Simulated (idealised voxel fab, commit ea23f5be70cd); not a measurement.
process module | voxel self aligned contacts
cross-section cut | 175 nm wide | cells 5 nm
A cross-section is a grid of square cells, given in bands from the top down. A band is one or more rows of cells.
Each band's line starts with the height of the band's top and of its bottom, in nm. Then come its materials from left to right, each with its width in nm. One material with "throughout" fills the band from edge to edge. "air" is empty space.
Height 0 is the level under which the wafer as received is all one material. The lowest band goes on downwards, as in "0 down".
A width such as "30 to 40" changes by the same amount from each row of cells to the next, from the band's top row to its bottom row.
"no change" after a step means that no cell of the cross-section changed.
closed voids: empty space of 8 cells or more with no open way to the top, each as width x height at its distance from the left edge, in nm
after a step's settings: what the simulator itself notes on the step
overlay nm, on a step with a mask: how far to the right of its planned place the mask lay; to the left if negative
plan
1 op RECEIVE | material Si
2 op CONFORMAL_DEP | material SiO2 | thk nm 5
3 op DIRECTIONAL_DEP | material polySi | thk nm 25
4 op DIRECTIONAL_DEP | material SiN | thk nm 15
5 op DIRECTIONAL_DEP | material aC | thk nm 10
6 op PATTERN | tone cover | mask id GATE | material resist | width nm 30 | pitch nm 55 | thk nm 30 | overlay nm 0
7 op DIRECTIONAL_ETCH | etch materials aC | depth nm 10
8 op STRIP | etch materials resist
9 op DIRECTIONAL_ETCH | etch materials SiN | depth nm 15
10 op DIRECTIONAL_ETCH | etch materials polySi | depth nm 25
11 op STRIP | etch materials aC
12 op CONFORMAL_DEP | material SiN | thk nm 5
13 op DIRECTIONAL_ETCH | etch materials SiN | depth nm 5
14 op FILL_DEP | material SiO2 | thk nm 20
15 op CMP | height nm 55
16 op MASKED_ETCH | tone open | mask id CONTACT | width nm 35 | etch materials SiO2 | depth nm 55 | overlay nm 0
17 op CONFORMAL_DEP | material TiN | thk nm 5
18 op FILL_DEP | material Ru | thk nm 5
19 op CMP | height nm 55
20 op CONFORMAL_DEP | material SiCN | thk nm 5
as received, after step 1
  0 down: Si throughout
  closed voids: none
a wafer at the end: this start, this plan, one mistake
  60 to 55: SiCN throughout
  55 to 45: SiO2 70 | TiN 5 to 15 | Ru 25 to 5 | TiN 5 to 15 | SiO2 70
  45 to 30: SiO2 40 | SiN 40 | TiN 5 | Ru 5 | TiN 5 | SiN 40 | SiO2 40
  30 to 15: SiO2 40 | SiN 5 | polySi 30 | SiN 5 | TiN 5 | Ru 5 | TiN 5 | SiN 5 | polySi 30 | SiN 5 | SiO2 40
  15 to 10: SiO2 40 | SiN 5 | polySi 30 | SiN 5 | TiN 15 | SiN 5 | polySi 30 | SiN 5 | SiO2 40
  10 to 5: SiN 45 | polySi 30 | SiN 25 | polySi 30 | SiN 45
  5 to 0: SiO2 throughout
  0 down: Si throughout
  closed voids: none
what went wrong: steps 12 and 13 were swapped
